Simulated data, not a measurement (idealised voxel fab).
process module | voxel transistor to metal
cross-section cut | 155 nm wide | cells 5 nm
A cross-section is a grid of square cells, given in bands from the top down. A band is one or more rows of cells.
Each band's line starts with the height of the band's top and of its bottom, in nm. Then come its materials from left to right, each with its width in nm. One material with "throughout" fills the band from edge to edge. "air" is empty space.
Height 0 is the level under which the wafer as received is all one material. The lowest band goes on downwards, as in "0 down".
A width such as "30 to 40" changes by the same amount from each row of cells to the next, from the band's top row to its bottom row.
"no change" after a step means that no cell of the cross-section changed.
closed voids: empty space of 8 cells or more with no open way to the top, each as width x height at its distance from the left edge, in nm
after a step's settings: what the simulator itself notes on the step
overlay nm, on a step with a mask: how far to the right of its planned place the mask lay; to the left if negative
plan
1 op RECEIVE | material Si
2 op OXIDIZE | depth nm 5
3 op CONFORMAL_DEP | material SiN | thk nm 15
4 op MASKED_ETCH | tone cover | mask id ACTIVE | width nm 95 | etch materials SiN | depth nm 15 | overlay nm 0
5 op MASKED_ETCH | tone cover | mask id ACTIVE | width nm 95 | etch materials SiO2 | depth nm 5 | overlay nm 0
6 op MASKED_ETCH | tone cover | mask id ACTIVE | width nm 95 | etch materials Si | depth nm 25 | overlay nm 0
7 op OXIDIZE | depth nm 5
8 op FILL_DEP | material SiO2 | thk nm 5
9 op CMP | height nm 15
10 op SELECTIVE_ETCH | etch materials SiO2 | depth nm 10
11 op STRIP | etch materials SiN
12 op SELECTIVE_ETCH | etch materials SiO2 | depth nm 5
13 op OXIDIZE | depth nm 5
14 op DIRECTIONAL_DEP | material polySi | thk nm 20
15 op DIRECTIONAL_DEP | material SiCN | thk nm 10
16 op MASKED_ETCH | tone cover | mask id GATE | width nm 15 | etch materials SiCN | depth nm 20 | overlay nm 0
17 op MASKED_ETCH | tone cover | mask id GATE | width nm 15 | etch materials polySi | depth nm 30 | overlay nm 0
18 op CONFORMAL_DEP | material SiO2 | thk nm 5
19 op DIRECTIONAL_ETCH | etch materials SiO2 | depth nm 5
20 op CONFORMAL_DEP | material SiN | thk nm 10
21 op DIRECTIONAL_ETCH | etch materials SiN | depth nm 10
22 op DIRECTIONAL_ETCH | etch materials SiO2 | depth nm 5
23 op DIRECTIONAL_ETCH | etch materials Si | depth nm 15
24 op EPI | material pSi | thk nm 20
25 op FILL_DEP | material SiO2 | thk nm 10
26 op CMP | height nm 25
27 op DIRECTIONAL_DEP | material SiO2 | thk nm 15
28 op PATTERN | tone open | mask id CONTACT | material resist | width nm 20 | pitch nm 65 | thk nm 15 | overlay nm 0
29 op DIRECTIONAL_ETCH | etch materials SiO2 | depth nm 30
30 op STRIP | etch materials resist
31 op CONFORMAL_DEP | material TiN | thk nm 5
32 op FILL_DEP | material W | thk nm 5
33 op CMP | height nm 40
34 op DIRECTIONAL_DEP | material TiN | thk nm 5
35 op DIRECTIONAL_DEP | material Ru | thk nm 25
36 op PATTERN | tone cover | mask id METAL_1 | material resist | width nm 20 | pitch nm 65 | thk nm 15 | overlay nm 0
37 op DIRECTIONAL_ETCH | etch materials Ru | depth nm 25
38 op DIRECTIONAL_ETCH | etch materials TiN | depth nm 5
39 op STRIP | etch materials resist
40 op FILL_DEP | material lowk | thk nm 10
41 op CMP | height nm 70
42 op CONFORMAL_DEP | material SiCN | thk nm 5
43 op DIRECTIONAL_DEP | material SiO2 | thk nm 35
44 op MASKED_ETCH | tone open | mask id METAL_2_HOLES | width nm 15 | pitch nm 65 | etch materials SiO2 | depth nm 35 | overlay nm 0
45 op PATTERN | tone open | mask id METAL_2 | material resist | width nm 20 | pitch nm 65 | thk nm 20 | overlay nm 0
46 op DIRECTIONAL_ETCH | etch materials SiO2 | depth nm 20
47 op DIRECTIONAL_ETCH | etch materials SiCN | depth nm 5
48 op STRIP | etch materials resist
49 op CONFORMAL_DEP | material TiN | thk nm 5
50 op FILL_DEP | material Ru | thk nm 5
51 op CMP | height nm 110
52 op CONFORMAL_DEP | material SiCN | thk nm 5
first wafer, as planned
as received, after step 1
  0 down: Si throughout
  closed voids: none
after step 2
  0 to -5: SiO2 throughout
  below -5: unchanged
after step 3
  15 to 0: SiN throughout
  below 0: unchanged
after step 4
  15 to 0: air 30 | SiN 95 | air 30
  below 0: unchanged
after step 5
  15 to 0: air 30 | SiN 95 | air 30
  0 to -5: air 30 | SiO2 95 | air 30
  below -5: unchanged
after step 6
  15 to 0: air 30 | SiN 95 | air 30
  0 to -5: air 30 | SiO2 95 | air 30
  -5 to -30: air 30 | Si 95 | air 30
  below -30: unchanged
after step 7
  15 to 0: air 30 | SiN 95 | air 30
  0 to -5: air 30 | SiO2 95 | air 30
  -5 to -30: air 30 | SiO2 5 | Si 85 | SiO2 5 | air 30
  -30 to -35: SiO2 35 | Si 85 | SiO2 35
  below -35: unchanged
after step 8
  20 to 15: SiO2 throughout
  15 to 0: SiO2 30 | SiN 95 | SiO2 30
  0 to -5: SiO2 throughout
  -5 to -35: SiO2 35 | Si 85 | SiO2 35
  below -35: unchanged
after step 9
  15 to 0: SiO2 30 | SiN 95 | SiO2 30
  below 0: unchanged
after step 10
  15 to 5: air 30 | SiN 95 | air 30
  below 5: unchanged
after step 11
  5 to 0: SiO2 30 | air 95 | SiO2 30
  below 0: unchanged
after step 12
  0 to -5: SiO2 25 | air 105 | SiO2 25
  below -5: unchanged
after step 13
  0 to -5: SiO2 25 | air 105 | SiO2 25
  -5 to -10: SiO2 throughout
  below -10: unchanged
after step 14
  20 to 15: polySi 25 | air 105 | polySi 25
  15 to 0: polySi throughout
  0 to -5: SiO2 25 | polySi 105 | SiO2 25
  below -5: unchanged
after step 15
  30 to 25: SiCN 25 | air 105 | SiCN 25
  25 to 20: SiCN throughout
  20 to 15: polySi 25 | SiCN 105 | polySi 25
  below 15: unchanged
after step 16
  25 to 20: air 70 | SiCN 15 | air 70
  20 to 15: polySi 25 | air 45 | SiCN 15 | air 45 | polySi 25
  below 15: unchanged
after step 17
  25 to 15: air 70 | SiCN 15 | air 70
  15 to 0: air 70 | polySi 15 | air 70
  0 to -5: SiO2 25 | air 45 | polySi 15 | air 45 | SiO2 25
  below -5: unchanged
after step 18
  30 to 25: air 65 | SiO2 25 | air 65
  25 to 15: air 65 | SiO2 5 | SiCN 15 | SiO2 5 | air 65
  15 to 5: air 65 | SiO2 5 | polySi 15 | SiO2 5 | air 65
  5 to 0: SiO2 30 | air 35 | SiO2 5 | polySi 15 | SiO2 5 | air 35 | SiO2 30
  0 to -5: SiO2 70 | polySi 15 | SiO2 70
  below -5: unchanged
after step 19
  25 to 15: air 65 | SiO2 5 | SiCN 15 | SiO2 5 | air 65
  15 to 0: air 65 | SiO2 5 | polySi 15 | SiO2 5 | air 65
  0 to -5: SiO2 30 | air 35 | SiO2 5 | polySi 15 | SiO2 5 | air 35 | SiO2 30
  below -5: unchanged
after step 20
  35 to 25: air 55 | SiN 45 | air 55
  25 to 15: air 55 | SiN 10 | SiO2 5 | SiCN 15 | SiO2 5 | SiN 10 | air 55
  15 to 10: air 55 | SiN 10 | SiO2 5 | polySi 15 | SiO2 5 | SiN 10 | air 55
  10 to 5: SiN 40 | air 15 | SiN 10 | SiO2 5 | polySi 15 | SiO2 5 | SiN 10 | air 15 | SiN 40
  5 to 0: SiN 65 | SiO2 5 | polySi 15 | SiO2 5 | SiN 65
  0 to -5: SiO2 30 | SiN 35 | SiO2 5 | polySi 15 | SiO2 5 | SiN 35 | SiO2 30
  below -5: unchanged
after step 21
  25 to 15: air 55 | SiN 10 | SiO2 5 | SiCN 15 | SiO2 5 | SiN 10 | air 55
  15 to 0: air 55 | SiN 10 | SiO2 5 | polySi 15 | SiO2 5 | SiN 10 | air 55
  0 to -5: SiO2 30 | SiN 10 | air 15 | SiN 10 | SiO2 5 | polySi 15 | SiO2 5 | SiN 10 | air 15 | SiN 10 | SiO2 30
  below -5: unchanged
after step 22
  25 to 20: air 55 | SiN 10 | air 5 | SiCN 15 | air 5 | SiN 10 | air 55
  20 to 15: air 55 | SiN 10 | SiO2 5 | SiCN 15 | SiO2 5 | SiN 10 | air 55
  15 to 0: air 55 | SiN 10 | SiO2 5 | polySi 15 | SiO2 5 | SiN 10 | air 55
  0 to -5: air 30 | SiN 10 | air 15 | SiN 10 | SiO2 5 | polySi 15 | SiO2 5 | SiN 10 | air 15 | SiN 10 | air 30
  -5 to -10: SiO2 40 | air 15 | SiO2 45 | air 15 | SiO2 40
  below -10: unchanged
after step 23
  25 to 20: air 55 | SiN 10 | air 5 | SiCN 15 | air 5 | SiN 10 | air 55
  20 to 15: air 55 | SiN 10 | SiO2 5 | SiCN 15 | SiO2 5 | SiN 10 | air 55
  15 to 0: air 55 | SiN 10 | SiO2 5 | polySi 15 | SiO2 5 | SiN 10 | air 55
  0 to -5: air 30 | SiN 10 | air 15 | SiN 10 | SiO2 5 | polySi 15 | SiO2 5 | SiN 10 | air 15 | SiN 10 | air 30
  -5 to -10: SiO2 40 | air 15 | SiO2 45 | air 15 | SiO2 40
  -10 to -25: SiO2 35 | Si 5 | air 15 | Si 45 | air 15 | Si 5 | SiO2 35
  below -25: unchanged
after step 24
  25 to 20: air 55 | SiN 10 | air 5 | SiCN 15 | air 5 | SiN 10 | air 55
  20 to 15: air 55 | SiN 10 | SiO2 5 | SiCN 15 | SiO2 5 | SiN 10 | air 55
  15 to 10: air 55 | SiN 10 | SiO2 5 | polySi 15 | SiO2 5 | SiN 10 | air 55
  10 to 0: air 30 | pSi 25 | SiN 10 | SiO2 5 | polySi 15 | SiO2 5 | SiN 10 | pSi 25 | air 30
  0 to -5: air 30 | SiN 10 | pSi 15 | SiN 10 | SiO2 5 | polySi 15 | SiO2 5 | SiN 10 | pSi 15 | SiN 10 | air 30
  -5 to -10: SiO2 40 | pSi 15 | SiO2 45 | pSi 15 | SiO2 40
  -10 to -25: SiO2 35 | Si 5 | pSi 15 | Si 45 | pSi 15 | Si 5 | SiO2 35
  below -25: unchanged
after step 25
  35 to 25: SiO2 throughout
  25 to 15: SiO2 55 | SiN 10 | SiO2 5 | SiCN 15 | SiO2 5 | SiN 10 | SiO2 55
  15 to 10: SiO2 55 | SiN 10 | SiO2 5 | polySi 15 | SiO2 5 | SiN 10 | SiO2 55
  10 to 0: SiO2 30 | pSi 25 | SiN 10 | SiO2 5 | polySi 15 | SiO2 5 | SiN 10 | pSi 25 | SiO2 30
  0 to -5: SiO2 30 | SiN 10 | pSi 15 | SiN 10 | SiO2 5 | polySi 15 | SiO2 5 | SiN 10 | pSi 15 | SiN 10 | SiO2 30
  below -5: unchanged
after step 26
  25 to 15: SiO2 55 | SiN 10 | SiO2 5 | SiCN 15 | SiO2 5 | SiN 10 | SiO2 55
  below 15: unchanged
after step 27
  40 to 25: SiO2 throughout
  below 25: unchanged
after step 28
  55 to 40: resist 35 | air 20 | resist 45 | air 20 | resist 35
  below 40: unchanged
after step 29
  55 to 40: resist 35 | air 20 | resist 45 | air 20 | resist 35
  40 to 25: SiO2 35 | air 20 | SiO2 45 | air 20 | SiO2 35
  25 to 15: SiO2 35 | air 20 | SiN 10 | SiO2 5 | SiCN 15 | SiO2 5 | SiN 10 | air 20 | SiO2 35
  15 to 10: SiO2 35 | air 20 | SiN 10 | SiO2 5 | polySi 15 | SiO2 5 | SiN 10 | air 20 | SiO2 35
  below 10: unchanged
after step 30
  40 to 25: SiO2 35 | air 20 | SiO2 45 | air 20 | SiO2 35
  below 25: unchanged
after step 31
  45 to 40: TiN 40 | air 10 | TiN 55 | air 10 | TiN 40
  40 to 25: SiO2 35 | TiN 5 | air 10 | TiN 5 | SiO2 45 | TiN 5 | air 10 | TiN 5 | SiO2 35
  25 to 15: SiO2 35 | TiN 5 | air 10 | TiN 5 | SiN 10 | SiO2 5 | SiCN 15 | SiO2 5 | SiN 10 | TiN 5 | air 10 | TiN 5 | SiO2 35
  15 to 10: SiO2 35 | TiN 20 | SiN 10 | SiO2 5 | polySi 15 | SiO2 5 | SiN 10 | TiN 20 | SiO2 35
  below 10: unchanged
after step 32
  50 to 45: W throughout
  45 to 40: TiN 40 | W 10 | TiN 55 | W 10 | TiN 40
  40 to 25: SiO2 35 | TiN 5 | W 10 | TiN 5 | SiO2 45 | TiN 5 | W 10 | TiN 5 | SiO2 35
  25 to 15: SiO2 35 | TiN 5 | W 10 | TiN 5 | SiN 10 | SiO2 5 | SiCN 15 | SiO2 5 | SiN 10 | TiN 5 | W 10 | TiN 5 | SiO2 35
  below 15: unchanged
after step 33
  40 to 25: SiO2 35 | TiN 5 | W 10 | TiN 5 | SiO2 45 | TiN 5 | W 10 | TiN 5 | SiO2 35
  below 25: unchanged
after step 34
  45 to 40: TiN throughout
  below 40: unchanged
after step 35
  70 to 45: Ru throughout
  below 45: unchanged
after step 36
  85 to 70: air 35 | resist 20 | air 45 | resist 20 | air 35
  below 70: unchanged
after step 37
  85 to 70: air 35 | resist 20 | air 45 | resist 20 | air 35
  70 to 45: air 35 | Ru 20 | air 45 | Ru 20 | air 35
  below 45: unchanged
after step 38
  85 to 70: air 35 | resist 20 | air 45 | resist 20 | air 35
  70 to 45: air 35 | Ru 20 | air 45 | Ru 20 | air 35
  45 to 40: air 35 | TiN 20 | air 45 | TiN 20 | air 35
  below 40: unchanged
after step 39
  70 to 45: air 35 | Ru 20 | air 45 | Ru 20 | air 35
  below 45: unchanged
after step 40
  80 to 70: lowk throughout
  70 to 45: lowk 35 | Ru 20 | lowk 45 | Ru 20 | lowk 35
  45 to 40: lowk 35 | TiN 20 | lowk 45 | TiN 20 | lowk 35
  below 40: unchanged
after step 41
  70 to 45: lowk 35 | Ru 20 | lowk 45 | Ru 20 | lowk 35
  below 45: unchanged
after step 42
  75 to 70: SiCN throughout
  below 70: unchanged
after step 43
  110 to 75: SiO2 throughout
  below 75: unchanged
after step 44
  110 to 75: SiO2 35 | air 15 | SiO2 50 | air 15 | SiO2 40
  below 75: unchanged
after step 45
  130 to 110: resist 35 | air 20 | resist 45 | air 20 | resist 35
  below 110: unchanged
after step 46
  130 to 110: resist 35 | air 20 | resist 45 | air 20 | resist 35
  110 to 90: SiO2 35 | air 20 | SiO2 45 | air 20 | SiO2 35
  below 90: unchanged
after step 47
  130 to 110: resist 35 | air 20 | resist 45 | air 20 | resist 35
  110 to 90: SiO2 35 | air 20 | SiO2 45 | air 20 | SiO2 35
  90 to 75: SiO2 35 | air 15 | SiO2 50 | air 15 | SiO2 40
  75 to 70: SiCN 35 | air 15 | SiCN 50 | air 15 | SiCN 40
  below 70: unchanged
after step 48
  110 to 90: SiO2 35 | air 20 | SiO2 45 | air 20 | SiO2 35
  below 90: unchanged
after step 49
  115 to 110: TiN 40 | air 10 | TiN 55 | air 10 | TiN 40
  110 to 95: SiO2 35 | TiN 5 | air 10 | TiN 5 | SiO2 45 | TiN 5 | air 10 | TiN 5 | SiO2 35
  95 to 90: SiO2 35 | TiN 5 | air 5 | TiN 10 | SiO2 45 | TiN 5 | air 5 | TiN 10 | SiO2 35
  90 to 75: SiO2 35 | TiN 5 | air 5 | TiN 5 | SiO2 50 | TiN 5 | air 5 | TiN 5 | SiO2 40
  75 to 70: SiCN 35 | TiN 15 | SiCN 50 | TiN 15 | SiCN 40
  below 70: unchanged
after step 50
  120 to 115: Ru throughout
  115 to 110: TiN 40 | Ru 10 | TiN 55 | Ru 10 | TiN 40
  110 to 95: SiO2 35 | TiN 5 | Ru 10 | TiN 5 | SiO2 45 | TiN 5 | Ru 10 | TiN 5 | SiO2 35
  95 to 90: SiO2 35 | TiN 5 | Ru 5 | TiN 10 | SiO2 45 | TiN 5 | Ru 5 | TiN 10 | SiO2 35
  90 to 75: SiO2 35 | TiN 5 | Ru 5 | TiN 5 | SiO2 50 | TiN 5 | Ru 5 | TiN 5 | SiO2 40
  below 75: unchanged
after step 51
  110 to 95: SiO2 35 | TiN 5 | Ru 10 | TiN 5 | SiO2 45 | TiN 5 | Ru 10 | TiN 5 | SiO2 35
  below 95: unchanged
after step 52
  115 to 110: SiCN throughout
  below 110: unchanged
second wafer: like start, like plan, one mistake. Through step 5 it matches the first wafer
when step 6 should have ended
  15 to 0: air 30 | SiN 95 | air 30
  0 to -5: air 30 | SiO2 95 | air 30
  -5 to -55: air 30 | Si 95 | air 30
  below -55: unchanged
when step 7 should have ended
  15 to 0: air 30 | SiN 95 | air 30
  0 to -5: air 30 | SiO2 95 | air 30
  -5 to -55: air 30 | SiO2 5 | Si 85 | SiO2 5 | air 30
  -55 to -60: SiO2 35 | Si 85 | SiO2 35
  below -60: unchanged
when step 8 should have ended
  20 to 15: SiO2 throughout
  15 to 0: SiO2 30 | SiN 95 | SiO2 30
  0 to -5: SiO2 throughout
  -5 to -60: SiO2 35 | Si 85 | SiO2 35
  below -60: unchanged
when step 9 should have ended
  15 to 0: SiO2 30 | SiN 95 | SiO2 30
  below 0: unchanged
when step 10 should have ended
  15 to 5: air 30 | SiN 95 | air 30
  below 5: unchanged
when step 11 should have ended
  5 to 0: SiO2 30 | air 95 | SiO2 30
  below 0: unchanged
when step 12 should have ended
  0 to -5: SiO2 25 | air 105 | SiO2 25
  below -5: unchanged
when step 13 should have ended
  0 to -5: SiO2 25 | air 105 | SiO2 25
  -5 to -10: SiO2 throughout
  below -10: unchanged
when step 14 should have ended
  20 to 15: polySi 25 | air 105 | polySi 25
  15 to 0: polySi throughout
  0 to -5: SiO2 25 | polySi 105 | SiO2 25
  below -5: unchanged
when step 15 should have ended
  30 to 25: SiCN 25 | air 105 | SiCN 25
  25 to 20: SiCN throughout
  20 to 15: polySi 25 | SiCN 105 | polySi 25
  below 15: unchanged
when step 16 should have ended
  25 to 20: air 70 | SiCN 15 | air 70
  20 to 15: polySi 25 | air 45 | SiCN 15 | air 45 | polySi 25
  below 15: unchanged
when step 17 should have ended
  25 to 15: air 70 | SiCN 15 | air 70
  15 to 0: air 70 | polySi 15 | air 70
  0 to -5: SiO2 25 | air 45 | polySi 15 | air 45 | SiO2 25
  below -5: unchanged
when step 18 should have ended
  30 to 25: air 65 | SiO2 25 | air 65
  25 to 15: air 65 | SiO2 5 | SiCN 15 | SiO2 5 | air 65
  15 to 5: air 65 | SiO2 5 | polySi 15 | SiO2 5 | air 65
  5 to 0: SiO2 30 | air 35 | SiO2 5 | polySi 15 | SiO2 5 | air 35 | SiO2 30
  0 to -5: SiO2 70 | polySi 15 | SiO2 70
  below -5: unchanged
when step 19 should have ended
  25 to 15: air 65 | SiO2 5 | SiCN 15 | SiO2 5 | air 65
  15 to 0: air 65 | SiO2 5 | polySi 15 | SiO2 5 | air 65
  0 to -5: SiO2 30 | air 35 | SiO2 5 | polySi 15 | SiO2 5 | air 35 | SiO2 30
  below -5: unchanged
when step 20 should have ended
  35 to 25: air 55 | SiN 45 | air 55
  25 to 15: air 55 | SiN 10 | SiO2 5 | SiCN 15 | SiO2 5 | SiN 10 | air 55
  15 to 10: air 55 | SiN 10 | SiO2 5 | polySi 15 | SiO2 5 | SiN 10 | air 55
  10 to 5: SiN 40 | air 15 | SiN 10 | SiO2 5 | polySi 15 | SiO2 5 | SiN 10 | air 15 | SiN 40
  5 to 0: SiN 65 | SiO2 5 | polySi 15 | SiO2 5 | SiN 65
  0 to -5: SiO2 30 | SiN 35 | SiO2 5 | polySi 15 | SiO2 5 | SiN 35 | SiO2 30
  below -5: unchanged
when step 21 should have ended
  25 to 15: air 55 | SiN 10 | SiO2 5 | SiCN 15 | SiO2 5 | SiN 10 | air 55
  15 to 0: air 55 | SiN 10 | SiO2 5 | polySi 15 | SiO2 5 | SiN 10 | air 55
  0 to -5: SiO2 30 | SiN 10 | air 15 | SiN 10 | SiO2 5 | polySi 15 | SiO2 5 | SiN 10 | air 15 | SiN 10 | SiO2 30
  below -5: unchanged
when step 22 should have ended
  25 to 20: air 55 | SiN 10 | air 5 | SiCN 15 | air 5 | SiN 10 | air 55
  20 to 15: air 55 | SiN 10 | SiO2 5 | SiCN 15 | SiO2 5 | SiN 10 | air 55
  15 to 0: air 55 | SiN 10 | SiO2 5 | polySi 15 | SiO2 5 | SiN 10 | air 55
  0 to -5: air 30 | SiN 10 | air 15 | SiN 10 | SiO2 5 | polySi 15 | SiO2 5 | SiN 10 | air 15 | SiN 10 | air 30
  -5 to -10: SiO2 40 | air 15 | SiO2 45 | air 15 | SiO2 40
  below -10: unchanged
when step 23 should have ended
  25 to 20: air 55 | SiN 10 | air 5 | SiCN 15 | air 5 | SiN 10 | air 55
  20 to 15: air 55 | SiN 10 | SiO2 5 | SiCN 15 | SiO2 5 | SiN 10 | air 55
  15 to 0: air 55 | SiN 10 | SiO2 5 | polySi 15 | SiO2 5 | SiN 10 | air 55
  0 to -5: air 30 | SiN 10 | air 15 | SiN 10 | SiO2 5 | polySi 15 | SiO2 5 | SiN 10 | air 15 | SiN 10 | air 30
  -5 to -10: SiO2 40 | air 15 | SiO2 45 | air 15 | SiO2 40
  -10 to -25: SiO2 35 | Si 5 | air 15 | Si 45 | air 15 | Si 5 | SiO2 35
  below -25: unchanged
when step 24 should have ended
  25 to 20: air 55 | SiN 10 | air 5 | SiCN 15 | air 5 | SiN 10 | air 55
  20 to 15: air 55 | SiN 10 | SiO2 5 | SiCN 15 | SiO2 5 | SiN 10 | air 55
  15 to 10: air 55 | SiN 10 | SiO2 5 | polySi 15 | SiO2 5 | SiN 10 | air 55
  10 to 0: air 30 | pSi 25 | SiN 10 | SiO2 5 | polySi 15 | SiO2 5 | SiN 10 | pSi 25 | air 30
  0 to -5: air 30 | SiN 10 | pSi 15 | SiN 10 | SiO2 5 | polySi 15 | SiO2 5 | SiN 10 | pSi 15 | SiN 10 | air 30
  -5 to -10: SiO2 40 | pSi 15 | SiO2 45 | pSi 15 | SiO2 40
  -10 to -25: SiO2 35 | Si 5 | pSi 15 | Si 45 | pSi 15 | Si 5 | SiO2 35
  below -25: unchanged
when step 25 should have ended
  35 to 25: SiO2 throughout
  25 to 15: SiO2 55 | SiN 10 | SiO2 5 | SiCN 15 | SiO2 5 | SiN 10 | SiO2 55
  15 to 10: SiO2 55 | SiN 10 | SiO2 5 | polySi 15 | SiO2 5 | SiN 10 | SiO2 55
  10 to 0: SiO2 30 | pSi 25 | SiN 10 | SiO2 5 | polySi 15 | SiO2 5 | SiN 10 | pSi 25 | SiO2 30
  0 to -5: SiO2 30 | SiN 10 | pSi 15 | SiN 10 | SiO2 5 | polySi 15 | SiO2 5 | SiN 10 | pSi 15 | SiN 10 | SiO2 30
  below -5: unchanged
when step 26 should have ended
  25 to 15: SiO2 55 | SiN 10 | SiO2 5 | SiCN 15 | SiO2 5 | SiN 10 | SiO2 55
  below 15: unchanged
when step 27 should have ended
  40 to 25: SiO2 throughout
  below 25: unchanged
when step 28 should have ended
  55 to 40: resist 35 | air 20 | resist 45 | air 20 | resist 35
  below 40: unchanged
when step 29 should have ended
  55 to 40: resist 35 | air 20 | resist 45 | air 20 | resist 35
  40 to 25: SiO2 35 | air 20 | SiO2 45 | air 20 | SiO2 35
  25 to 15: SiO2 35 | air 20 | SiN 10 | SiO2 5 | SiCN 15 | SiO2 5 | SiN 10 | air 20 | SiO2 35
  15 to 10: SiO2 35 | air 20 | SiN 10 | SiO2 5 | polySi 15 | SiO2 5 | SiN 10 | air 20 | SiO2 35
  below 10: unchanged
when step 30 should have ended
  40 to 25: SiO2 35 | air 20 | SiO2 45 | air 20 | SiO2 35
  below 25: unchanged
when step 31 should have ended
  45 to 40: TiN 40 | air 10 | TiN 55 | air 10 | TiN 40
  40 to 25: SiO2 35 | TiN 5 | air 10 | TiN 5 | SiO2 45 | TiN 5 | air 10 | TiN 5 | SiO2 35
  25 to 15: SiO2 35 | TiN 5 | air 10 | TiN 5 | SiN 10 | SiO2 5 | SiCN 15 | SiO2 5 | SiN 10 | TiN 5 | air 10 | TiN 5 | SiO2 35
  15 to 10: SiO2 35 | TiN 20 | SiN 10 | SiO2 5 | polySi 15 | SiO2 5 | SiN 10 | TiN 20 | SiO2 35
  below 10: unchanged
when step 32 should have ended
  50 to 45: W throughout
  45 to 40: TiN 40 | W 10 | TiN 55 | W 10 | TiN 40
  40 to 25: SiO2 35 | TiN 5 | W 10 | TiN 5 | SiO2 45 | TiN 5 | W 10 | TiN 5 | SiO2 35
  25 to 15: SiO2 35 | TiN 5 | W 10 | TiN 5 | SiN 10 | SiO2 5 | SiCN 15 | SiO2 5 | SiN 10 | TiN 5 | W 10 | TiN 5 | SiO2 35
  below 15: unchanged
when step 33 should have ended
  40 to 25: SiO2 35 | TiN 5 | W 10 | TiN 5 | SiO2 45 | TiN 5 | W 10 | TiN 5 | SiO2 35
  below 25: unchanged
when step 34 should have ended
  45 to 40: TiN throughout
  below 40: unchanged
when step 35 should have ended
  70 to 45: Ru throughout
  below 45: unchanged
when step 36 should have ended
  85 to 70: air 35 | resist 20 | air 45 | resist 20 | air 35
  below 70: unchanged
when step 37 should have ended
  85 to 70: air 35 | resist 20 | air 45 | resist 20 | air 35
  70 to 45: air 35 | Ru 20 | air 45 | Ru 20 | air 35
  below 45: unchanged
when step 38 should have ended
  85 to 70: air 35 | resist 20 | air 45 | resist 20 | air 35
  70 to 45: air 35 | Ru 20 | air 45 | Ru 20 | air 35
  45 to 40: air 35 | TiN 20 | air 45 | TiN 20 | air 35
  below 40: unchanged
when step 39 should have ended
  70 to 45: air 35 | Ru 20 | air 45 | Ru 20 | air 35
  below 45: unchanged
when step 40 should have ended
  80 to 70: lowk throughout
  70 to 45: lowk 35 | Ru 20 | lowk 45 | Ru 20 | lowk 35
  45 to 40: lowk 35 | TiN 20 | lowk 45 | TiN 20 | lowk 35
  below 40: unchanged
when step 41 should have ended
  70 to 45: lowk 35 | Ru 20 | lowk 45 | Ru 20 | lowk 35
  below 45: unchanged
when step 42 should have ended
  75 to 70: SiCN throughout
  below 70: unchanged
when step 43 should have ended
  110 to 75: SiO2 throughout
  below 75: unchanged
when step 44 should have ended
  110 to 75: SiO2 35 | air 15 | SiO2 50 | air 15 | SiO2 40
  below 75: unchanged
when step 45 should have ended
  130 to 110: resist 35 | air 20 | resist 45 | air 20 | resist 35
  below 110: unchanged
when step 46 should have ended
  130 to 110: resist 35 | air 20 | resist 45 | air 20 | resist 35
  110 to 90: SiO2 35 | air 20 | SiO2 45 | air 20 | SiO2 35
  below 90: unchanged
when step 47 should have ended
  130 to 110: resist 35 | air 20 | resist 45 | air 20 | resist 35
  110 to 90: SiO2 35 | air 20 | SiO2 45 | air 20 | SiO2 35
  90 to 75: SiO2 35 | air 15 | SiO2 50 | air 15 | SiO2 40
  75 to 70: SiCN 35 | air 15 | SiCN 50 | air 15 | SiCN 40
  below 70: unchanged
when step 48 should have ended
  110 to 90: SiO2 35 | air 20 | SiO2 45 | air 20 | SiO2 35
  below 90: unchanged
when step 49 should have ended
  115 to 110: TiN 40 | air 10 | TiN 55 | air 10 | TiN 40
  110 to 95: SiO2 35 | TiN 5 | air 10 | TiN 5 | SiO2 45 | TiN 5 | air 10 | TiN 5 | SiO2 35
  95 to 90: SiO2 35 | TiN 5 | air 5 | TiN 10 | SiO2 45 | TiN 5 | air 5 | TiN 10 | SiO2 35
  90 to 75: SiO2 35 | TiN 5 | air 5 | TiN 5 | SiO2 50 | TiN 5 | air 5 | TiN 5 | SiO2 40
  75 to 70: SiCN 35 | TiN 15 | SiCN 50 | TiN 15 | SiCN 40
  below 70: unchanged
when step 50 should have ended
  120 to 115: Ru throughout
  115 to 110: TiN 40 | Ru 10 | TiN 55 | Ru 10 | TiN 40
  110 to 95: SiO2 35 | TiN 5 | Ru 10 | TiN 5 | SiO2 45 | TiN 5 | Ru 10 | TiN 5 | SiO2 35
  95 to 90: SiO2 35 | TiN 5 | Ru 5 | TiN 10 | SiO2 45 | TiN 5 | Ru 5 | TiN 10 | SiO2 35
  90 to 75: SiO2 35 | TiN 5 | Ru 5 | TiN 5 | SiO2 50 | TiN 5 | Ru 5 | TiN 5 | SiO2 40
  below 75: unchanged
when step 51 should have ended
  110 to 95: SiO2 35 | TiN 5 | Ru 10 | TiN 5 | SiO2 45 | TiN 5 | Ru 10 | TiN 5 | SiO2 35
  below 95: unchanged
when step 52 should have ended
  115 to 110: SiCN throughout
  below 110: unchanged
what went wrong: step 6 was run twice
at the end the second wafer has, in cells: 70 fewer of Si | 70 more of SiO2
